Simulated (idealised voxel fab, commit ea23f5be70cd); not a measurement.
The name of this process module is voxel double patterning.
Xsec cut, 160 nm wide, square cell size 5 nm.
If you're reading a cross-section in this doc, picture square cells in a grid; it comes to you as bands, top ones listed first down to the bottom, and a band can be one or more rows of cells. Band: top height; bottom height; in nm. Then, left to right: material with width in nm, for each material. "full width": a single material spanning edge to edge. "empty": empty space. Ref level 0: as-received wafer is one material below here. Bottom band extends down with no lower bound ("z 0 and below"). A width given as "30..40" starts at the first number in the band's top row and ends at the second number in its bottom row, shifting by an equal amount at every step from row to row. The designation "all unchanged", where it is given for a processing step, indicates that no cell of the cross-section was altered in the course of that step. "Fully sealed voids" - sealed voids, min. 8 cells, no opening to top; format: width x height at distance (distance from left edge; nm throughout). Note: text after step settings on the step line = simulator remark on that step. If you see "overlay nm" on a step's line and that step has a mask, it's telling you how far right of where it was planned the mask ended up; a negative number means it went left instead.

# plan
step 1: RECEIVE,material Si
step 2: CONFORMAL_DEP,material SiO2,thk nm 10
step 3: DIRECTIONAL_DEP,material polySi,thk nm 15
step 4: DIRECTIONAL_DEP,material SiCN,thk nm 10
step 5: MASKED_ETCH,tone open,mask id FIRST,width nm 15,pitch nm 50,etch materials SiCN,depth nm 10,overlay nm 0
step 6: DIRECTIONAL_DEP,material aC,thk nm 10
step 7: PATTERN,tone open,mask id SECOND,material resist,width nm 15,pitch nm 50,thk nm 25,overlay nm 0
step 8: DIRECTIONAL_ETCH,etch materials aC,depth nm 10
step 9: STRIP,etch materials resist
step 10: DIRECTIONAL_ETCH,etch materials SiCN,depth nm 5
step 11: STRIP,etch materials aC
step 12: DIRECTIONAL_ETCH,etch materials polySi,depth nm 15
step 13: STRIP,etch materials SiCN
All wafers enter the flow in the same state. The depth nm at step 10 differs from wafer to wafer, and the plan gives the value for the first wafer.

# Cross-sectional view of the first of several wafers in the as-received condition, corresponding to the state following step 1
  z 0 and below | Si full width
  Fully sealed voids: none

# Take any row and you have a wafer at the end of the module: how many cells of each material it has gained (+) or lost (-) since it was received, and then its closed voids
depth nm 5, +64 SiO2, +69 polySi, Fully sealed voids: none
depth nm 10, +64 SiO2, +51 polySi, Fully sealed voids: none
depth nm 15, +64 SiO2, +51 polySi, Fully sealed voids: none
depth nm 20, +64 SiO2, +51 polySi, Fully sealed voids: none
depth nm 25, +64 SiO2, +51 polySi, Fully sealed voids: none
